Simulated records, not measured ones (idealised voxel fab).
Herein follows the process module entitled voxel released beams.
The width of the displayed cross-section, cut, is 260 nm; its cells are square, with a size of 5 nm.
This document writes a cross-section as a grid whose cells are square, and gives it as bands, listed from the top down; one or more rows of cells form a band.
Read a band's entry like this: the first values are the height of its top and the height of its bottom in nm, and what follows is the sequence of materials from left to right, each with its width in nm. Note that "empty" is empty space, and that a single material marked "full width" reaches across the band from edge to edge.
A quick word on heights: they are counted from 0, and under that level the wafer as it came to us is one material throughout. The lowest band is different from the rest in having no bottom; it simply continues downward, written as in "0 -> down".
You'd read "30..40" like this: the band's top row of cells is as wide as the first number, its bottom row is as wide as the second, and going down, every row changes width by the same amount as the row before did.
Step marked "all unchanged"? Then no cell in the cross-section changed in it.
For the entry "Cavities, sealed", the listed items are empty spaces with no open way to the top whose size is 8 cells or more; each item follows the pattern width x height at distance, where distance is from the left edge and all three are in nm.
On a step's line, text after the settings is the simulator commenting on that step.
overlay nm: for a step with a mask, the amount by which the mask lay right of where it was planned; a negative amount means left of it.
Read each pair as before and after one process step. The after cross-section shows only down to the lowest band that changed. The step between them and its settings are given below the pair. Pairs can come from different runs of this module on the same starting wafer. A pair continues from the pair above only where its "Pre-step snapshot" entry says so.

Pre-step snapshot:
    0 -> down  Si full width
    Cavities, sealed: none

Resulting Cross-Section:
    10 -> 0  SiN full width
    At heights below 0, the structure remains unaltered.
    Cavities, sealed: none
Relating the two cross-sections above, the step in between is CONFORMAL_DEP with material SiN, thk nm 10

Pre-step snapshot: For the state before this step, see the after cross-section of the pair located directly above.

Resulting Cross-Section:
    20 -> 10  SiO2 full width
    At heights below 10, the structure remains unaltered.
    Cavities, sealed: none
Relating the two cross-sections above, the step in between is DIRECTIONAL_DEP with material SiO2, thk nm 10

Pre-step snapshot: For the state before this step, see the after cross-section of the pair located directly above.

Resulting Cross-Section:
    20 -> 10  75 of SiO2, then 40 of empty, then 145 of SiO2
    At heights below 10, the structure remains unaltered.
    Cavities, sealed: none
Relating the two cross-sections above, the step in between is MASKED_ETCH with tone open, mask id ANCHOR, width nm 40, etch materials SiO2, depth nm 10, overlay nm 0

Pre-step snapshot: For the state before this step, see the after cross-section of the pair located directly above.

Resulting Cross-Section:
    35 -> 25  90 of TiN, then 10 of empty, then 160 of TiN
    25 -> 20  TiN full width
    20 -> 10  75 of SiO2, then 40 of TiN, then 145 of SiO2
    At heights below 10, the structure remains unaltered.
    Cavities, sealed: none
Relating the two cross-sections above, the step in between is CONFORMAL_DEP with material TiN, thk nm 15

Pre-step snapshot: For the state before this step, see the after cross-section of the pair located directly above.

Resulting Cross-Section:
    50 -> 40  90 of aC, then 10 of empty, then 160 of aC
    40 -> 35  aC full width
    35 -> 25  90 of TiN, then 10 of aC, then 160 of TiN
    At heights below 25, the structure remains unaltered.
    Cavities, sealed: none
Relating the two cross-sections above, the step in between is DIRECTIONAL_DEP with material aC, thk nm 15

Pre-step snapshot: For the state before this step, see the after cross-section of the pair located directly above.

Resulting Cross-Section:
    80 -> 50  70 of empty, then 110 of resist, then 80 of empty
    50 -> 40  90 of aC, then 10 of resist, then 160 of aC
    At heights below 40, the structure remains unaltered.
    Cavities, sealed: none
Relating the two cross-sections above, the step in between is PATTERN with tone cover, mask id BEAM, material resist, width nm 110, thk nm 30, overlay nm 0

Pre-step snapshot: For the state before this step, see the after cross-section of the pair located directly above.

Resulting Cross-Section:
    65 -> 50  70 of empty, then 110 of resist, then 80 of empty
    50 -> 40  70 of empty, then 20 of aC, then 10 of resist, then 80 of aC, then 80 of empty
    40 -> 35  70 of empty, then 110 of aC, then 80 of empty
    At heights below 35, the structure remains unaltered.
    Cavities, sealed: none
Relating the two cross-sections above, the step in between is DIRECTIONAL_ETCH with etch materials aC, depth nm 15

Pre-step snapshot: For the state before this step, see the after cross-section of the pair located directly above.

Resulting Cross-Section:
    50 -> 40  70 of empty, then 20 of aC, then 10 of empty, then 80 of aC, then 80 of empty
    At heights below 40, the structure remains unaltered.
    Cavities, sealed: none
Relating the two cross-sections above, the step in between is STRIP with etch materials resist

Pre-step snapshot: For the state before this step, see the after cross-section of the pair located directly above.

Resulting Cross-Section:
    50 -> 40  70 of empty, then 20 of aC, then 10 of empty, then 80 of aC, then 80 of empty
    40 -> 35  70 of empty, then 110 of aC, then 80 of empty
    35 -> 25  70 of empty, then 20 of TiN, then 10 of aC, then 80 of TiN, then 80 of empty
    25 -> 20  70 of empty, then 110 of TiN, then 80 of empty
    At heights below 20, the structure remains unaltered.
    Cavities, sealed: none
Relating the two cross-sections above, the step in between is DIRECTIONAL_ETCH with etch materials TiN, depth nm 15

Pre-step snapshot: For the state before this step, see the after cross-section of the pair located directly above.

Resulting Cross-Section:
    35 -> 25  70 of empty, then 20 of TiN, then 10 of empty, then 80 of TiN, then 80 of empty
    At heights below 25, the structure remains unaltered.
    Cavities, sealed: none
Relating the two cross-sections above, the step in between is STRIP with etch materials aC

Pre-step snapshot: For the state before this step, see the after cross-section of the pair located directly above.

Resulting Cross-Section:
    35 -> 25  70 of empty, then 20 of TiN, then 10 of empty, then 80 of TiN, then 80 of empty
    25 -> 20  70 of empty, then 110 of TiN, then 80 of empty
    20 -> 10  75 of empty, then 40 of TiN, then 145 of empty
    At heights below 10, the structure remains unaltered.
    Cavities, sealed: none
Relating the two cross-sections above, the step in between is STRIP with etch materials SiO2

Pre-step snapshot:
    10 -> 0  SiN full width
    0 -> down  Si full width
    Cavities, sealed: none

Resulting Cross-Section:
    25 -> 10  TiN full width
    At heights below 10, the structure remains unaltered.
    Cavities, sealed: none
Relating the two cross-sections above, the step in between is CONFORMAL_DEP with material TiN, thk nm 15

Pre-step snapshot: For the state before this step, see the after cross-section of the pair located directly above.

Resulting Cross-Section:
    40 -> 25  aC full width
    At heights below 25, the structure remains unaltered.
    Cavities, sealed: none
Relating the two cross-sections above, the step in between is DIRECTIONAL_DEP with material aC, thk nm 15

Pre-step snapshot: For the state before this step, see the after cross-section of the pair located directly above.

Resulting Cross-Section:
    70 -> 40  70 of empty, then 110 of resist, then 80 of empty
    At heights below 40, the structure remains unaltered.
    Cavities, sealed: none
Relating the two cross-sections above, the step in between is PATTERN with tone cover, mask id BEAM, material resist, width nm 110, thk nm 30, overlay nm 0

Pre-step snapshot: For the state before this step, see the after cross-section of the pair located directly above.

Resulting Cross-Section:
    55 -> 40  70 of empty, then 110 of resist, then 80 of empty
    40 -> 25  70 of empty, then 110 of aC, then 80 of empty
    At heights below 25, the structure remains unaltered.
    Cavities, sealed: none
Relating the two cross-sections above, the step in between is DIRECTIONAL_ETCH with etch materials aC, depth nm 15

Pre-step snapshot: For the state before this step, see the after cross-section of the pair located directly above.

Resulting Cross-Section:
    40 -> 25  70 of empty, then 110 of aC, then 80 of empty
    At heights below 25, the structure remains unaltered.
    Cavities, sealed: none
Relating the two cross-sections above, the step in between is STRIP with etch materials resist

Pre-step snapshot: For the state before this step, see the after cross-section of the pair located directly above.

Resulting Cross-Section:
    40 -> 25  70 of empty, then 110 of aC, then 80 of empty
    25 -> 10  70 of empty, then 110 of TiN, then 80 of empty
    At heights below 10, the structure remains unaltered.
    Cavities, sealed: none
Relating the two cross-sections above, the step in between is DIRECTIONAL_ETCH with etch materials TiN, depth nm 15

Pre-step snapshot: For the state before this step, see the after cross-section of the pair located directly above.

Resulting Cross-Section:
    25 -> 10  70 of empty, then 110 of TiN, then 80 of empty
    At heights below 10, the structure remains unaltered.
    Cavities, sealed: none
Relating the two cross-sections above, the step in between is STRIP with etch materials aC

Pre-step snapshot:
    35 -> 25  90 of TiN, then 10 of empty, then 160 of TiN
    25 -> 20  TiN full width
    20 -> 10  75 of SiO2, then 40 of TiN, then 145 of SiO2
    10 -> 0  SiN full width
    0 -> down  Si full width
    Cavities, sealed: none

Resulting Cross-Section:
    50 -> 20  TiN full width
    At heights below 20, the structure remains unaltered.
    Cavities, sealed: none
Relating the two cross-sections above, the step in between is CONFORMAL_DEP with material TiN, thk nm 15

Pre-step snapshot: For the state before this step, see the after cross-section of the pair located directly above.

Resulting Cross-Section:
    65 -> 50  aC full width
    At heights below 50, the structure remains unaltered.
    Cavities, sealed: none
Relating the two cross-sections above, the step in between is DIRECTIONAL_DEP with material aC, thk nm 15

Pre-step snapshot: For the state before this step, see the after cross-section of the pair located directly above.

Resulting Cross-Section:
    95 -> 65  70 of empty, then 110 of resist, then 80 of empty
    At heights below 65, the structure remains unaltered.
    Cavities, sealed: none
Relating the two cross-sections above, the step in between is PATTERN with tone cover, mask id BEAM, material resist, width nm 110, thk nm 30, overlay nm 0

Pre-step snapshot: For the state before this step, see the after cross-section of the pair located directly above.

Resulting Cross-Section:
    80 -> 65  70 of empty, then 110 of resist, then 80 of empty
    65 -> 50  70 of empty, then 110 of aC, then 80 of empty
    At heights below 50, the structure remains unaltered.
    Cavities, sealed: none
Relating the two cross-sections above, the step in between is DIRECTIONAL_ETCH with etch materials aC, depth nm 15

Pre-step snapshot: For the state before this step, see the after cross-section of the pair located directly above.

Resulting Cross-Section:
    65 -> 50  70 of empty, then 110 of aC, then 80 of empty
    At heights below 50, the structure remains unaltered.
    Cavities, sealed: none
Relating the two cross-sections above, the step in between is STRIP with etch materials resist

Pre-step snapshot: For the state before this step, see the after cross-section of the pair located directly above.

Resulting Cross-Section:
    65 -> 50  70 of empty, then 110 of aC, then 80 of empty
    50 -> 35  70 of empty, then 110 of TiN, then 80 of empty
    At heights below 35, the structure remains unaltered.
    Cavities, sealed: none
Relating the two cross-sections above, the step in between is DIRECTIONAL_ETCH with etch materials TiN, depth nm 15

Pre-step snapshot: For the state before this step, see the after cross-section of the pair located directly above.

Resulting Cross-Section:
    50 -> 35  70 of empty, then 110 of TiN, then 80 of empty
    At heights below 35, the structure remains unaltered.
    Cavities, sealed: none
Relating the two cross-sections above, the step in between is STRIP with etch materials aC

Pre-step snapshot:
    0 -> down  Si full width
    Cavities, sealed: none

Resulting Cross-Section:
    10 -> 0  SiO2 full width
    At heights below 0, the structure remains unaltered.
    Cavities, sealed: none
Relating the two cross-sections above, the step in between is DIRECTIONAL_DEP with material SiO2, thk nm 10

Pre-step snapshot: For the state before this step, see the after cross-section of the pair located directly above.

Resulting Cross-Section:
    20 -> 10  SiN full width
    At heights below 10, the structure remains unaltered.
    Cavities, sealed: none
Relating the two cross-sections above, the step in between is CONFORMAL_DEP with material SiN, thk nm 10

Pre-step snapshot: For the state before this step, see the after cross-section of the pair located directly above.

Resulting Cross-Section:
    35 -> 20  TiN full width
    At heights below 20, the structure remains unaltered.
    Cavities, sealed: none
Relating the two cross-sections above, the step in between is CONFORMAL_DEP with material TiN, thk nm 15

Pre-step snapshot: For the state before this step, see the after cross-section of the pair located directly above.

Resulting Cross-Section:
    50 -> 35  aC full width
    At heights below 35, the structure remains unaltered.
    Cavities, sealed: none
Relating the two cross-sections above, the step in between is DIRECTIONAL_DEP with material aC, thk nm 15

Pre-step snapshot: For the state before this step, see the after cross-section of the pair located directly above.

Resulting Cross-Section:
    80 -> 50  70 of empty, then 110 of resist, then 80 of empty
    At heights below 50, the structure remains unaltered.
    Cavities, sealed: none
Relating the two cross-sections above, the step in between is PATTERN with tone cover, mask id BEAM, material resist, width nm 110, thk nm 30, overlay nm 0

Pre-step snapshot: For the state before this step, see the after cross-section of the pair located directly above.

Resulting Cross-Section:
    65 -> 50  70 of empty, then 110 of resist, then 80 of empty
    50 -> 35  70 of empty, then 110 of aC, then 80 of empty
    At heights below 35, the structure remains unaltered.
    Cavities, sealed: none
Relating the two cross-sections above, the step in between is DIRECTIONAL_ETCH with etch materials aC, depth nm 15

Pre-step snapshot: For the state before this step, see the after cross-section of the pair located directly above.

Resulting Cross-Section:
    50 -> 35  70 of empty, then 110 of aC, then 80 of empty
    At heights below 35, the structure remains unaltered.
    Cavities, sealed: none
Relating the two cross-sections above, the step in between is STRIP with etch materials resist

Pre-step snapshot: For the state before this step, see the after cross-section of the pair located directly above.

Resulting Cross-Section:
    50 -> 35  70 of empty, then 110 of aC, then 80 of empty
    35 -> 20  70 of empty, then 110 of TiN, then 80 of empty
    At heights below 20, the structure remains unaltered.
    Cavities, sealed: none
Relating the two cross-sections above, the step in between is DIRECTIONAL_ETCH with etch materials TiN, depth nm 15

Pre-step snapshot: For the state before this step, see the after cross-section of the pair located directly above.

Resulting Cross-Section:
    35 -> 20  70 of empty, then 110 of TiN, then 80 of empty
    At heights below 20, the structure remains unaltered.
    Cavities, sealed: none
Relating the two cross-sections above, the step in between is STRIP with etch materials aC

Pre-step snapshot:
    50 -> 40  70 of empty, then 20 of aC, then 10 of empty, then 80 of aC, then 80 of empty
    40 -> 35  70 of empty, then 110 of aC, then 80 of empty
    35 -> 25  90 of TiN, then 10 of aC, then 160 of TiN
    25 -> 20  TiN full width
    20 -> 10  75 of SiO2, then 40 of TiN, then 145 of SiO2
    10 -> 0  SiN full width
    0 -> down  Si full width
    Cavities, sealed: none

Resulting Cross-Section:
    50 -> 40  70 of empty, then 20 of aC, then 10 of empty, then 80 of aC, then 80 of empty
    40 -> 35  70 of empty, then 110 of aC, then 80 of empty
    35 -> 25  70 of empty, then 20 of TiN, then 10 of aC, then 80 of TiN, then 80 of empty
    At heights below 25, the structure remains unaltered.
    Cavities, sealed: none
Relating the two cross-sections above, the step in between is DIRECTIONAL_ETCH with etch materials TiN, depth nm 10

Pre-step snapshot: For the state before this step, see the after cross-section of the pair located directly above.

Resulting Cross-Section:
    35 -> 25  70 of empty, then 20 of TiN, then 10 of empty, then 80 of TiN, then 80 of empty
    At heights below 25, the structure remains unaltered.
    Cavities, sealed: none
Relating the two cross-sections above, the step in between is STRIP with etch materials aC

Pre-step snapshot:
    20 -> 10  SiO2 full width
    10 -> 0  SiN full width
    0 -> down  Si full width
    Cavities, sealed: none

Resulting Cross-Section:
    20 -> 10  75 of SiO2, then 45 of empty, then 140 of SiO2
    At heights below 10, the structure remains unaltered.
    Cavities, sealed: none
Relating the two cross-sections above, the step in between is MASKED_ETCH with tone open, mask id ANCHOR, width nm 45, etch materials SiO2, depth nm 10, overlay nm 0

Pre-step snapshot: For the state before this step, see the after cross-section of the pair located directly above.

Resulting Cross-Section:
    35 -> 25  90 of TiN, then 15 of empty, then 155 of TiN
    25 -> 20  TiN full width
    20 -> 10  75 of SiO2, then 45 of TiN, then 140 of SiO2
    At heights below 10, the structure remains unaltered.
    Cavities, sealed: none
Relating the two cross-sections above, the step in between is CONFORMAL_DEP with material TiN, thk nm 15

Pre-step snapshot: For the state before this step, see the after cross-section of the pair located directly above.

Resulting Cross-Section:
    50 -> 40  90 of aC, then 15 of empty, then 155 of aC
    40 -> 35  aC full width
    35 -> 25  90 of TiN, then 15 of aC, then 155 of TiN
    At heights below 25, the structure remains unaltered.
    Cavities, sealed: none
Relating the two cross-sections above, the step in between is DIRECTIONAL_DEP with material aC, thk nm 15

Pre-step snapshot: For the state before this step, see the after cross-section of the pair located directly above.

Resulting Cross-Section:
    80 -> 50  70 of empty, then 110 of resist, then 80 of empty
    50 -> 40  90 of aC, then 15 of resist, then 155 of aC
    At heights below 40, the structure remains unaltered.
    Cavities, sealed: none
Relating the two cross-sections above, the step in between is PATTERN with tone cover, mask id BEAM, material resist, width nm 110, thk nm 30, overlay nm 0

Pre-step snapshot: For the state before this step, see the after cross-section of the pair located directly above.

Resulting Cross-Section:
    65 -> 50  70 of empty, then 110 of resist, then 80 of empty
    50 -> 40  70 of empty, then 20 of aC, then 15 of resist, then 75 of aC, then 80 of empty
    40 -> 35  70 of empty, then 110 of aC, then 80 of empty
    At heights below 35, the structure remains unaltered.
    Cavities, sealed: none
Relating the two cross-sections above, the step in between is DIRECTIONAL_ETCH with etch materials aC, depth nm 15

Pre-step snapshot: For the state before this step, see the after cross-section of the pair located directly above.

Resulting Cross-Section:
    50 -> 40  70 of empty, then 20 of aC, then 15 of empty, then 75 of aC, then 80 of empty
    At heights below 40, the structure remains unaltered.
    Cavities, sealed: none
Relating the two cross-sections above, the step in between is STRIP with etch materials resist

Pre-step snapshot: For the state before this step, see the after cross-section of the pair located directly above.

Resulting Cross-Section:
    50 -> 40  70 of empty, then 20 of aC, then 15 of empty, then 75 of aC, then 80 of empty
    40 -> 35  70 of empty, then 110 of aC, then 80 of empty
    35 -> 25  70 of empty, then 20 of TiN, then 15 of aC, then 75 of TiN, then 80 of empty
    25 -> 20  70 of empty, then 110 of TiN, then 80 of empty
    At heights below 20, the structure remains unaltered.
    Cavities, sealed: none
Relating the two cross-sections above, the step in between is DIRECTIONAL_ETCH with etch materials TiN, depth nm 15

Pre-step snapshot: For the state before this step, see the after cross-section of the pair located directly above.

Resulting Cross-Section:
    35 -> 25  70 of empty, then 20 of TiN, then 15 of empty, then 75 of TiN, then 80 of empty
    At heights below 25, the structure remains unaltered.
    Cavities, sealed: none
Relating the two cross-sections above, the step in between is STRIP with etch materials aC

Pre-step snapshot: For the state before this step, see the after cross-section of the pair located directly above.

Resulting Cross-Section:
    35 -> 25  70 of empty, then 20 of TiN, then 15 of empty, then 75 of TiN, then 80 of empty
    25 -> 20  70 of empty, then 110 of TiN, then 80 of empty
    20 -> 10  75 of empty, then 45 of TiN, then 140 of empty
    At heights below 10, the structure remains unaltered.
    Cavities, sealed: none
Relating the two cross-sections above, the step in between is STRIP with etch materials SiO2

Pre-step snapshot:
    50 -> 40  90 of aC, then 10 of empty, then 160 of aC
    40 -> 35  aC full width
    35 -> 25  90 of TiN, then 10 of aC, then 160 of TiN
    25 -> 20  TiN full width
    20 -> 10  75 of SiO2, then 40 of TiN, then 145 of SiO2
    10 -> 0  SiN full width
    0 -> down  Si full width
    Cavities, sealed: none

Resulting Cross-Section:
    80 -> 50  80 of empty, then 110 of resist, then 70 of empty
    50 -> 40  90 of aC, then 10 of resist, then 160 of aC
    At heights below 40, the structure remains unaltered.
    Cavities, sealed: none
Relating the two cross-sections above, the step in between is PATTERN with tone cover, mask id BEAM, material resist, width nm 110, thk nm 30, overlay nm 10

Pre-step snapshot: For the state before this step, see the after cross-section of the pair located directly above.

Resulting Cross-Section:
    65 -> 50  80 of empty, then 110 of resist, then 70 of empty
    50 -> 40  80 of empty, then 10 of aC, then 10 of resist, then 90 of aC, then 70 of empty
    40 -> 35  80 of empty, then 110 of aC, then 70 of empty
    At heights below 35, the structure remains unaltered.
    Cavities, sealed: none
Relating the two cross-sections above, the step in between is DIRECTIONAL_ETCH with etch materials aC, depth nm 15

Pre-step snapshot: For the state before this step, see the after cross-section of the pair located directly above.

Resulting Cross-Section:
    50 -> 40  80 of empty, then 10 of aC, then 10 of empty, then 90 of aC, then 70 of empty
    At heights below 40, the structure remains unaltered.
    Cavities, sealed: none
Relating the two cross-sections above, the step in between is STRIP with etch materials resist

Pre-step snapshot: For the state before this step, see the after cross-section of the pair located directly above.

Resulting Cross-Section:
    50 -> 40  80 of empty, then 10 of aC, then 10 of empty, then 90 of aC, then 70 of empty
    40 -> 35  80 of empty, then 110 of aC, then 70 of empty
    35 -> 25  80 of empty, then 10 of TiN, then 10 of aC, then 90 of TiN, then 70 of empty
    25 -> 20  80 of empty, then 110 of TiN, then 70 of empty
    At heights below 20, the structure remains unaltered.
    Cavities, sealed: none
Relating the two cross-sections above, the step in between is DIRECTIONAL_ETCH with etch materials TiN, depth nm 15

Pre-step snapshot: For the state before this step, see the after cross-section of the pair located directly above.

Resulting Cross-Section:
    35 -> 25  80 of empty, then 10 of TiN, then 10 of empty, then 90 of TiN, then 70 of empty
    At heights below 25, the structure remains unaltered.
    Cavities, sealed: none
Relating the two cross-sections above, the step in between is STRIP with etch materials aC

Pre-step snapshot: For the state before this step, see the after cross-section of the pair located directly above.

Resulting Cross-Section:
    35 -> 25  80 of empty, then 10 of TiN, then 10 of empty, then 90 of TiN, then 70 of empty
    25 -> 20  80 of empty, then 110 of TiN, then 70 of empty
    20 -> 10  75 of empty, then 40 of TiN, then 145 of empty
    At heights below 10, the structure remains unaltered.
    Cavities, sealed: none
Relating the two cross-sections above, the step in between is STRIP with etch materials SiO2

Pre-step snapshot:
    35 -> 25  90 of TiN, then 10 of empty, then 160 of TiN
    25 -> 20  TiN full width
    20 -> 10  75 of SiO2, then 40 of TiN, then 145 of SiO2
    10 -> 0  SiN full width
    0 -> down  Si full width
    Cavities, sealed: none

Resulting Cross-Section:
    50 -> 40  90 of SiN, then 10 of empty, then 160 of SiN
    40 -> 35  SiN full width
    35 -> 25  90 of TiN, then 10 of SiN, then 160 of TiN
    At heights below 25, the structure remains unaltered.
    Cavities, sealed: none
Relating the two cross-sections above, the step in between is DIRECTIONAL_DEP with material SiN, thk nm 15

Pre-step snapshot: For the state before this step, see the after cross-section of the pair located directly above.

Resulting Cross-Section:
    80 -> 50  70 of empty, then 110 of resist, then 80 of empty
    50 -> 40  90 of SiN, then 10 of resist, then 160 of SiN
    At heights below 40, the structure remains unaltered.
    Cavities, sealed: none
Relating the two cross-sections above, the step in between is PATTERN with tone cover, mask id BEAM, material resist, width nm 110, thk nm 30, overlay nm 0

Pre-step snapshot: For the state before this step, see the after cross-section of the pair located directly above.

Resulting Cross-Section:
    65 -> 50  70 of empty, then 110 of resist, then 80 of empty
    At heights below 50, the structure remains unaltered.
    Cavities, sealed: none
Relating the two cross-sections above, the step in between is DIRECTIONAL_ETCH with etch materials aC, depth nm 15

Pre-step snapshot: For the state before this step, see the after cross-section of the pair located directly above.

Resulting Cross-Section:
    50 -> 40  90 of SiN, then 10 of empty, then 160 of SiN
    At heights below 40, the structure remains unaltered.
    Cavities, sealed: none
Relating the two cross-sections above, the step in between is STRIP with etch materials resist

Pre-step snapshot:
    20 -> 10  SiO2 full width
    10 -> 0  SiN full width
    0 -> down  Si full width
    Cavities, sealed: none

Resulting Cross-Section:
    20 -> 10  75 of empty, then 40 of SiO2, then 145 of empty
    At heights below 10, the structure remains unaltered.
    Cavities, sealed: none
Relating the two cross-sections above, the step in between is MASKED_ETCH with tone cover, mask id ANCHOR, width nm 40, etch materials SiO2, depth nm 10, overlay nm 0

Pre-step snapshot: For the state before this step, see the after cross-section of the pair located directly above.

Resulting Cross-Section:
    35 -> 25  60 of empty, then 70 of TiN, then 130 of empty
    25 -> 20  TiN full width
    20 -> 10  75 of TiN, then 40 of SiO2, then 145 of TiN
    At heights below 10, the structure remains unaltered.
    Cavities, sealed: none
Relating the two cross-sections above, the step in between is CONFORMAL_DEP with material TiN, thk nm 15

Pre-step snapshot: For the state before this step, see the after cross-section of the pair located directly above.

Resulting Cross-Section:
    50 -> 40  60 of empty, then 70 of aC, then 130 of empty
    40 -> 35  aC full width
    35 -> 25  60 of aC, then 70 of TiN, then 130 of aC
    At heights below 25, the structure remains unaltered.
    Cavities, sealed: none
Relating the two cross-sections above, the step in between is DIRECTIONAL_DEP with material aC, thk nm 15

Pre-step snapshot: For the state before this step, see the after cross-section of the pair located directly above.

Resulting Cross-Section:
    80 -> 50  70 of empty, then 110 of resist, then 80 of empty
    50 -> 40  60 of empty, then 70 of aC, then 50 of resist, then 80 of empty
    At heights below 40, the structure remains unaltered.
    Cavities, sealed: none
Relating the two cross-sections above, the step in between is PATTERN with tone cover, mask id BEAM, material resist, width nm 110, thk nm 30, overlay nm 0

Pre-step snapshot: For the state before this step, see the after cross-section of the pair located directly above.

Resulting Cross-Section:
    65 -> 50  70 of empty, then 110 of resist, then 80 of empty
    50 -> 40  70 of empty, then 60 of aC, then 50 of resist, then 80 of empty
    40 -> 35  70 of empty, then 110 of aC, then 80 of empty
    35 -> 25  60 of empty, then 70 of TiN, then 50 of aC, then 80 of empty
    At heights below 25, the structure remains unaltered.
    Cavities, sealed: none
Relating the two cross-sections above, the step in between is DIRECTIONAL_ETCH with etch materials aC, depth nm 15

Pre-step snapshot: For the state before this step, see the after cross-section of the pair located directly above.

Resulting Cross-Section:
    50 -> 40  70 of empty, then 60 of aC, then 130 of empty
    At heights below 40, the structure remains unaltered.
    Cavities, sealed: none
Relating the two cross-sections above, the step in between is STRIP with etch materials resist

Pre-step snapshot: For the state before this step, see the after cross-section of the pair located directly above.

Resulting Cross-Section:
    50 -> 40  70 of empty, then 60 of aC, then 130 of empty
    40 -> 35  70 of empty, then 110 of aC, then 80 of empty
    35 -> 25  70 of empty, then 60 of TiN, then 50 of aC, then 80 of empty
    25 -> 20  70 of empty, then 110 of TiN, then 80 of empty
    20 -> 10  60 of empty, then 15 of TiN, then 40 of SiO2, then 65 of TiN, then 80 of empty
    At heights below 10, the structure remains unaltered.
    Cavities, sealed: none
Relating the two cross-sections above, the step in between is DIRECTIONAL_ETCH with etch materials TiN, depth nm 15

Pre-step snapshot: For the state before this step, see the after cross-section of the pair located directly above.

Resulting Cross-Section:
    35 -> 25  70 of empty, then 60 of TiN, then 130 of empty
    At heights below 25, the structure remains unaltered.
    Cavities, sealed: none
Relating the two cross-sections above, the step in between is STRIP with etch materials aC
